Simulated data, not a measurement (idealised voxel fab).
Presented below is a process module, voxel wiring stack.
Square cells of 5 nm make up the cross-section cut, whose width is 200 nm.
Throughout this document, each cross-section is represented as a grid of square cells and is presented as a sequence of bands enumerated from the top downward, where a band comprises one or more rows of cells. Quick guide to a band line: top height, bottom height (nm) up front; then every material left to right with its width in nm. Only one material and it's marked "throughout"? Then it fills the band edge to edge. And "air" just means empty space. Height datum 0, below which the as-received substrate wafer is one material. Lowest band open at the bottom, running downward: "0 -> down". Width "30 to 40": first value at the band's top row of cells, second value at its bottom row, equal change from row to row. A step reported as "nothing different" is a step in which no cell of the cross-section changed. You'll see "Closed void listing" listing empty spaces that have no way open to the top, as long as they're 8 cells or more; the notation is width x height at distance, where the distance is from the left edge, and all of it is in nm. Formally, on a step line, whatever follows the settings is a remark that the simulator itself makes on the step. "overlay nm" denotes, for a step that has a mask, the displacement of the mask to the right of its planned place, with negative values corresponding to the left.

Set out below are the planned steps of the process
1) RECEIVE with material Si
2) CONFORMAL_DEP with material SiO2, thk nm 10
3) CONFORMAL_DEP with material SiN, thk nm 5
4) DIRECTIONAL_DEP with material SiO2, thk nm 25
5) MASKED_ETCH with tone open, mask id METAL_1, width nm 25, pitch nm 55, etch materials SiO2, depth nm 25, overlay nm -15
6) MASKED_ETCH with tone open, mask id METAL_1, width nm 25, pitch nm 55, etch materials SiN, depth nm 5, overlay nm 0
7) CONFORMAL_DEP with material TiN, thk nm 5
8) FILL_DEP with material W, thk nm 5
9) CMP with height nm 40
10) EPI with material Ru, thk nm 5
11) FILL_DEP with material SiCN, thk nm 5
12) DIRECTIONAL_DEP with material lowk, thk nm 25
13) PATTERN with tone open, mask id METAL_2, material resist, width nm 25, pitch nm 55, thk nm 15, overlay nm 0
14) DIRECTIONAL_ETCH with etch materials lowk, depth nm 15
15) STRIP with etch materials resist
16) MASKED_ETCH with tone open, mask id METAL_2_HOLES, width nm 15, pitch nm 55, etch materials lowk, depth nm 10, overlay nm 0
17) MASKED_ETCH with tone open, mask id METAL_2_HOLES, width nm 15, pitch nm 55, etch materials SiCN, depth nm 5, overlay nm 0
18) CONFORMAL_DEP with material TiN, thk nm 5
19) FILL_DEP with material Cu, thk nm 5
20) CMP with height nm 75
21) CONFORMAL_DEP with material SiN, thk nm 5
Heads up: all these wafers start the same, and what changes between them is the overlay nm in step 5. The value you see in the plan is just what the first wafer got.

The first of several wafers, as received after step 1, seen in section
- 0 -> down: Si throughout
- Closed void listing: none

Below, a row for every wafer. Read it as the end-of-module picture: for each material the wafer shows its cells gained (+) or lost (-) since it was received, and then its closed voids
overlay nm -15 | +18 Cu | +14 Ru | +60 SiCN | +76 SiN | +230 SiO2 | +60 TiN | +24 W | +158 lowk | Closed void listing: none
overlay nm -10 | +18 Cu | +14 Ru | +60 SiCN | +74 SiN | +230 SiO2 | +60 TiN | +26 W | +158 lowk | Closed void listing: none
overlay nm -5 | +18 Cu | +14 Ru | +60 SiCN | +72 SiN | +230 SiO2 | +60 TiN | +28 W | +158 lowk | Closed void listing: none
overlay nm 0 | +18 Cu | +14 Ru | +60 SiCN | +70 SiN | +230 SiO2 | +60 TiN | +30 W | +158 lowk | Closed void listing: none
overlay nm 5 | +18 Cu | +14 Ru | +60 SiCN | +72 SiN | +230 SiO2 | +60 TiN | +28 W | +158 lowk | Closed void listing: none
overlay nm 10 | +18 Cu | +14 Ru | +60 SiCN | +74 SiN | +230 SiO2 | +60 TiN | +26 W | +158 lowk | Closed void listing: none
overlay nm 15 | +18 Cu | +14 Ru | +60 SiCN | +76 SiN | +230 SiO2 | +60 TiN | +24 W | +158 lowk | Closed void listing: none
